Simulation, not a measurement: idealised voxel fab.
process module | voxel self aligned contacts
cross-section cut | 295 nm wide | cells 5 nm
A cross-section is a grid of square cells, given in bands from the top down. A band is one or more rows of cells.
Each band's line starts with the height of the band's top and of its bottom, in nm. Then come its materials from left to right, each with its width in nm. One material with "throughout" fills the band from edge to edge. "air" is empty space.
Height 0 is the level under which the wafer as received is all one material. The lowest band goes on downwards, as in "0 down".
A width such as "30 to 40" changes by the same amount from each row of cells to the next, from the band's top row to its bottom row.
"no change" after a step means that no cell of the cross-section changed.
closed voids: empty space of 8 cells or more with no open way to the top, each as width x height at its distance from the left edge, in nm
after a step's settings: what the simulator itself notes on the step
overlay nm, on a step with a mask: how far to the right of its planned place the mask lay; to the left if negative
plan
1 op RECEIVE | material Si
2 op OXIDIZE | depth nm 5
3 op DIRECTIONAL_DEP | material polySi | thk nm 30
4 op DIRECTIONAL_DEP | material SiN | thk nm 20
5 op DIRECTIONAL_DEP | material aC | thk nm 10
6 op PATTERN | tone cover | mask id GATE | material resist | width nm 25 | pitch nm 50 | thk nm 25 | overlay nm 0
7 op DIRECTIONAL_ETCH | etch materials aC | depth nm 10
8 op STRIP | etch materials resist
9 op DIRECTIONAL_ETCH | etch materials SiN | depth nm 20
10 op DIRECTIONAL_ETCH | etch materials polySi | depth nm 30
11 op STRIP | etch materials aC
12 op CONFORMAL_DEP | material SiN | thk nm 5
13 op DIRECTIONAL_ETCH | etch materials SiN | depth nm 5
14 op FILL_DEP | material SiO2 | thk nm 15
15 op CMP | height nm 60
16 op DIRECTIONAL_DEP | material aC | thk nm 15
17 op PATTERN | tone open | mask id CONTACT | material resist | width nm 35 | pitch nm 50 | thk nm 30 | overlay nm 0
18 op DIRECTIONAL_ETCH | etch materials aC | depth nm 15
19 op STRIP | etch materials resist
20 op DIRECTIONAL_ETCH | etch materials SiO2 | depth nm 65
21 op STRIP | etch materials aC
22 op CONFORMAL_DEP | material TiN | thk nm 5
23 op FILL_DEP | material Ru | thk nm 5
24 op CMP | height nm 60
25 op CONFORMAL_DEP | material SiN | thk nm 5
first wafer, as planned
as received, after step 1
  0 down: Si throughout
  closed voids: none
after step 2
  0 to -5: SiO2 throughout
  below -5: unchanged
after step 3
  30 to 0: polySi throughout
  below 0: unchanged
after step 4
  50 to 30: SiN throughout
  below 30: unchanged
after step 5
  60 to 50: aC throughout
  below 50: unchanged
after step 6
  85 to 60: air 85 | resist 25 | air 25 | resist 25 | air 25 | resist 25 | air 85
  below 60: unchanged
after step 7
  75 to 60: air 85 | resist 25 | air 25 | resist 25 | air 25 | resist 25 | air 85
  60 to 50: air 85 | aC 25 | air 25 | aC 25 | air 25 | aC 25 | air 85
  below 50: unchanged
after step 8
  60 to 50: air 85 | aC 25 | air 25 | aC 25 | air 25 | aC 25 | air 85
  below 50: unchanged
after step 9
  60 to 50: air 85 | aC 25 | air 25 | aC 25 | air 25 | aC 25 | air 85
  50 to 30: air 85 | SiN 25 | air 25 | SiN 25 | air 25 | SiN 25 | air 85
  below 30: unchanged
after step 10
  60 to 50: air 85 | aC 25 | air 25 | aC 25 | air 25 | aC 25 | air 85
  50 to 30: air 85 | SiN 25 | air 25 | SiN 25 | air 25 | SiN 25 | air 85
  30 to 0: air 85 | polySi 25 | air 25 | polySi 25 | air 25 | polySi 25 | air 85
  below 0: unchanged
after step 11
  50 to 30: air 85 | SiN 25 | air 25 | SiN 25 | air 25 | SiN 25 | air 85
  below 30: unchanged
after step 12
  55 to 30: air 80 | SiN 35 | air 15 | SiN 35 | air 15 | SiN 35 | air 80
  30 to 5: air 80 | SiN 5 | polySi 25 | SiN 5 | air 15 | SiN 5 | polySi 25 | SiN 5 | air 15 | SiN 5 | polySi 25 | SiN 5 | air 80
  5 to 0: SiN 85 | polySi 25 | SiN 25 | polySi 25 | SiN 25 | polySi 25 | SiN 85
  below 0: unchanged
after step 13
  50 to 30: air 80 | SiN 35 | air 15 | SiN 35 | air 15 | SiN 35 | air 80
  30 to 0: air 80 | SiN 5 | polySi 25 | SiN 5 | air 15 | SiN 5 | polySi 25 | SiN 5 | air 15 | SiN 5 | polySi 25 | SiN 5 | air 80
  below 0: unchanged
after step 14
  65 to 50: SiO2 throughout
  50 to 30: SiO2 80 | SiN 35 | SiO2 15 | SiN 35 | SiO2 15 | SiN 35 | SiO2 80
  30 to 0: SiO2 80 | SiN 5 | polySi 25 | SiN 5 | SiO2 15 | SiN 5 | polySi 25 | SiN 5 | SiO2 15 | SiN 5 | polySi 25 | SiN 5 | SiO2 80
  below 0: unchanged
after step 15
  60 to 50: SiO2 throughout
  below 50: unchanged
after step 16
  75 to 60: aC throughout
  below 60: unchanged
after step 17
  105 to 75: resist 105 | air 35 | resist 15 | air 35 | resist 105
  below 75: unchanged
after step 18
  90 to 75: resist 105 | air 35 | resist 15 | air 35 | resist 105
  75 to 60: aC 105 | air 35 | aC 15 | air 35 | aC 105
  below 60: unchanged
after step 19
  75 to 60: aC 105 | air 35 | aC 15 | air 35 | aC 105
  below 60: unchanged
after step 20
  75 to 60: aC 105 | air 35 | aC 15 | air 35 | aC 105
  60 to 50: SiO2 105 | air 35 | SiO2 15 | air 35 | SiO2 105
  50 to 30: SiO2 80 | SiN 35 | air 15 | SiN 35 | air 15 | SiN 35 | SiO2 80
  30 to 0: SiO2 80 | SiN 5 | polySi 25 | SiN 5 | air 15 | SiN 5 | polySi 25 | SiN 5 | air 15 | SiN 5 | polySi 25 | SiN 5 | SiO2 80
  0 to -5: SiO2 115 | air 15 | SiO2 35 | air 15 | SiO2 115
  below -5: unchanged
after step 21
  60 to 50: SiO2 105 | air 35 | SiO2 15 | air 35 | SiO2 105
  below 50: unchanged
after step 22
  65 to 60: TiN 110 | air 25 | TiN 25 | air 25 | TiN 110
  60 to 50: SiO2 105 | TiN 5 to 15 | air 25 to 5 | TiN 5 to 15 | SiO2 15 | TiN 5 to 15 | air 25 to 5 | TiN 5 to 15 | SiO2 105
  50 to 30: SiO2 80 | SiN 35 | TiN 5 | air 5 | TiN 5 | SiN 35 | TiN 5 | air 5 | TiN 5 | SiN 35 | SiO2 80
  30 to 0: SiO2 80 | SiN 5 | polySi 25 | SiN 5 | TiN 5 | air 5 | TiN 5 | SiN 5 | polySi 25 | SiN 5 | TiN 5 | air 5 | TiN 5 | SiN 5 | polySi 25 | SiN 5 | SiO2 80
  0 to -5: SiO2 115 | TiN 15 | SiO2 35 | TiN 15 | SiO2 115
  below -5: unchanged
after step 23
  70 to 65: Ru throughout
  65 to 60: TiN 110 | Ru 25 | TiN 25 | Ru 25 | TiN 110
  60 to 50: SiO2 105 | TiN 5 to 15 | Ru 25 to 5 | TiN 5 to 15 | SiO2 15 | TiN 5 to 15 | Ru 25 to 5 | TiN 5 to 15 | SiO2 105
  50 to 30: SiO2 80 | SiN 35 | TiN 5 | Ru 5 | TiN 5 | SiN 35 | TiN 5 | Ru 5 | TiN 5 | SiN 35 | SiO2 80
  30 to 0: SiO2 80 | SiN 5 | polySi 25 | SiN 5 | TiN 5 | Ru 5 | TiN 5 | SiN 5 | polySi 25 | SiN 5 | TiN 5 | Ru 5 | TiN 5 | SiN 5 | polySi 25 | SiN 5 | SiO2 80
  below 0: unchanged
after step 24
  60 to 50: SiO2 105 | TiN 5 to 15 | Ru 25 to 5 | TiN 5 to 15 | SiO2 15 | TiN 5 to 15 | Ru 25 to 5 | TiN 5 to 15 | SiO2 105
  below 50: unchanged
after step 25
  65 to 60: SiN throughout
  below 60: unchanged
second wafer: like start, like plan, one mistake. Through step 2 it matches the first wafer
when step 3 should have ended
  60 to 0: polySi throughout
  below 0: unchanged
when step 4 should have ended
  80 to 60: SiN throughout
  below 60: unchanged
when step 5 should have ended
  90 to 80: aC throughout
  below 80: unchanged
when step 6 should have ended
  115 to 90: air 85 | resist 25 | air 25 | resist 25 | air 25 | resist 25 | air 85
  below 90: unchanged
when step 7 should have ended
  105 to 90: air 85 | resist 25 | air 25 | resist 25 | air 25 | resist 25 | air 85
  90 to 80: air 85 | aC 25 | air 25 | aC 25 | air 25 | aC 25 | air 85
  below 80: unchanged
when step 8 should have ended
  90 to 80: air 85 | aC 25 | air 25 | aC 25 | air 25 | aC 25 | air 85
  below 80: unchanged
when step 9 should have ended
  90 to 80: air 85 | aC 25 | air 25 | aC 25 | air 25 | aC 25 | air 85
  80 to 60: air 85 | SiN 25 | air 25 | SiN 25 | air 25 | SiN 25 | air 85
  below 60: unchanged
when step 10 should have ended
  90 to 80: air 85 | aC 25 | air 25 | aC 25 | air 25 | aC 25 | air 85
  80 to 60: air 85 | SiN 25 | air 25 | SiN 25 | air 25 | SiN 25 | air 85
  60 to 30: air 85 | polySi 25 | air 25 | polySi 25 | air 25 | polySi 25 | air 85
  below 30: unchanged
when step 11 should have ended
  80 to 60: air 85 | SiN 25 | air 25 | SiN 25 | air 25 | SiN 25 | air 85
  below 60: unchanged
when step 12 should have ended
  85 to 60: air 80 | SiN 35 | air 15 | SiN 35 | air 15 | SiN 35 | air 80
  60 to 35: air 80 | SiN 5 | polySi 25 | SiN 5 | air 15 | SiN 5 | polySi 25 | SiN 5 | air 15 | SiN 5 | polySi 25 | SiN 5 | air 80
  35 to 30: SiN 85 | polySi 25 | SiN 25 | polySi 25 | SiN 25 | polySi 25 | SiN 85
  below 30: unchanged
when step 13 should have ended
  80 to 60: air 80 | SiN 35 | air 15 | SiN 35 | air 15 | SiN 35 | air 80
  60 to 30: air 80 | SiN 5 | polySi 25 | SiN 5 | air 15 | SiN 5 | polySi 25 | SiN 5 | air 15 | SiN 5 | polySi 25 | SiN 5 | air 80
  below 30: unchanged
when step 14 should have ended
  95 to 80: SiO2 throughout
  80 to 60: SiO2 80 | SiN 35 | SiO2 15 | SiN 35 | SiO2 15 | SiN 35 | SiO2 80
  60 to 30: SiO2 80 | SiN 5 | polySi 25 | SiN 5 | SiO2 15 | SiN 5 | polySi 25 | SiN 5 | SiO2 15 | SiN 5 | polySi 25 | SiN 5 | SiO2 80
  below 30: unchanged
when step 15 should have ended
  60 to 30: SiO2 80 | SiN 5 | polySi 25 | SiN 5 | SiO2 15 | SiN 5 | polySi 25 | SiN 5 | SiO2 15 | SiN 5 | polySi 25 | SiN 5 | SiO2 80
  below 30: unchanged
when step 16 should have ended
  75 to 60: aC throughout
  below 60: unchanged
when step 17 should have ended
  105 to 75: resist 105 | air 35 | resist 15 | air 35 | resist 105
  below 75: unchanged
when step 18 should have ended
  90 to 75: resist 105 | air 35 | resist 15 | air 35 | resist 105
  75 to 60: aC 105 | air 35 | aC 15 | air 35 | aC 105
  below 60: unchanged
when step 19 should have ended
  75 to 60: aC 105 | air 35 | aC 15 | air 35 | aC 105
  below 60: unchanged
when step 20 should have ended
  75 to 60: aC 105 | air 35 | aC 15 | air 35 | aC 105
  60 to 30: SiO2 80 | SiN 5 | polySi 25 | SiN 5 | air 15 | SiN 5 | polySi 25 | SiN 5 | air 15 | SiN 5 | polySi 25 | SiN 5 | SiO2 80
  below 30: unchanged
when step 21 should have ended
  60 to 30: SiO2 80 | SiN 5 | polySi 25 | SiN 5 | air 15 | SiN 5 | polySi 25 | SiN 5 | air 15 | SiN 5 | polySi 25 | SiN 5 | SiO2 80
  below 30: unchanged
when step 22 should have ended
  65 to 60: TiN 120 | air 5 | TiN 45 | air 5 | TiN 120
  60 to 35: SiO2 80 | SiN 5 | polySi 25 | SiN 5 | TiN 5 | air 5 | TiN 5 | SiN 5 | polySi 25 | SiN 5 | TiN 5 | air 5 | TiN 5 | SiN 5 | polySi 25 | SiN 5 | SiO2 80
  35 to 30: SiO2 80 | SiN 5 | polySi 25 | SiN 5 | TiN 15 | SiN 5 | polySi 25 | SiN 5 | TiN 15 | SiN 5 | polySi 25 | SiN 5 | SiO2 80
  below 30: unchanged
when step 23 should have ended
  70 to 65: Ru throughout
  65 to 60: TiN 120 | Ru 5 | TiN 45 | Ru 5 | TiN 120
  60 to 35: SiO2 80 | SiN 5 | polySi 25 | SiN 5 | TiN 5 | Ru 5 | TiN 5 | SiN 5 | polySi 25 | SiN 5 | TiN 5 | Ru 5 | TiN 5 | SiN 5 | polySi 25 | SiN 5 | SiO2 80
  below 35: unchanged
when step 24 should have ended
  60 to 35: SiO2 80 | SiN 5 | polySi 25 | SiN 5 | TiN 5 | Ru 5 | TiN 5 | SiN 5 | polySi 25 | SiN 5 | TiN 5 | Ru 5 | TiN 5 | SiN 5 | polySi 25 | SiN 5 | SiO2 80
  below 35: unchanged
when step 25 should have ended
  65 to 60: SiN throughout
  below 60: unchanged
what went wrong: step 3 was run twice
at the end the second wafer has, in cells: 22 fewer of Ru | 84 fewer of SiN | 212 fewer of SiO2 | 36 fewer of TiN | 354 more of polySi
